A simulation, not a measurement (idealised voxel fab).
Herein follows the process module entitled voxel self aligned vias.
Square cells of 5 nm make up the cross-section cut, whose width is 295 nm.
A cross-section in this document is a grid of square cells, and it is written down as bands, the top band listed before the ones below it; a band is made up of one or more rows of cells.
Band: top and bottom heights (nm) first, top before bottom; then materials from left to right, widths in nm. "edge to edge" marks a sole material filling the band edge to edge. "empty" denotes empty space.
Heights are reckoned from 0. Under this level, the received wafer is all of one material. The bottommost band is open-ended downward, for example "0..down".
Top row gets the first number, bottom row gets the second, and each row in between changes by the same step: that is how a band width like "30->40" works.
Step note "no modifications" = no cross-section cell changed.
Look at "Listed closed voids" for the closed voids: empty spaces with no open path to the top, sized 8 cells or up. Each is width x height at distance, distance from the left edge, all nm.
Anything after a step's settings on that line? It's the simulator's own note about the step.
On any step carrying a mask, the "overlay nm" setting, if present on the step's line, tells how far right of its planned place the mask lay; negative values point to the left.

Process steps (planned)
1) RECEIVE,material Si
2) CONFORMAL_DEP,material SiO2,thk nm 10
3) CONFORMAL_DEP,material SiCN,thk nm 5
4) DIRECTIONAL_DEP,material SiO2,thk nm 25
5) DIRECTIONAL_DEP,material aC,thk nm 15
6) PATTERN,tone open,mask id LINES,material resist,width nm 30,pitch nm 65,thk nm 30,overlay nm 0
7) DIRECTIONAL_ETCH,etch materials aC,depth nm 15
8) STRIP,etch materials resist
9) DIRECTIONAL_ETCH,etch materials SiO2,depth nm 25
10) STRIP,etch materials aC
11) CONFORMAL_DEP,material TiN,thk nm 5
12) FILL_DEP,material W,thk nm 5
13) CMP,height nm 40
14) SELECTIVE_ETCH,etch materials W Ru TiN,depth nm 5
15) FILL_DEP,material SiN,thk nm 5
16) CMP,height nm 40
17) DIRECTIONAL_DEP,material SiO2,thk nm 15
18) DIRECTIONAL_DEP,material aC,thk nm 15
19) PATTERN,tone open,mask id VIAS,material resist,width nm 40,thk nm 35,overlay nm 0
20) DIRECTIONAL_ETCH,etch materials aC,depth nm 15
21) STRIP,etch materials resist
22) DIRECTIONAL_ETCH,etch materials SiO2,depth nm 15
23) DIRECTIONAL_ETCH,etch materials SiN,depth nm 5
24) STRIP,etch materials aC
25) CONFORMAL_DEP,material TiN,thk nm 5
26) FILL_DEP,material W,thk nm 5
27) CMP,height nm 55
28) CONFORMAL_DEP,material SiN,thk nm 5

Cross-section of the wafer at receipt, which is the condition after step 1
  0..down: Si edge to edge
  Listed closed voids: none

Wafer at module end, in section. Began as above, planned as above, run with one mistake
  60..55: SiN edge to edge
  55..45: SiO2: 100  TiN: 5  W: 25  TiN: 5  SiO2: 160
  45..40: SiO2: 100  TiN: 5  W: 20  TiN: 10  SiO2: 160
  40..35: SiO2: 100  TiN: 30  SiO2: 35  SiN: 30  SiO2: 100
  35..20: SiO2: 100  TiN: 5  W: 20  TiN: 5  SiO2: 35  TiN: 5  W: 20  TiN: 5  SiO2: 100
  20..15: SiO2: 100  TiN: 30  SiO2: 35  TiN: 30  SiO2: 100
  15..10: SiCN edge to edge
  10..0: SiO2 edge to edge
  0..down: Si edge to edge
  Listed closed voids: none
Deviation from plan: step 19 was run on a setting that differed from the plan, and what really ran there is PATTERN,tone open,mask id VIAS,material resist,width nm 35,thk nm 35,overlay nm 0
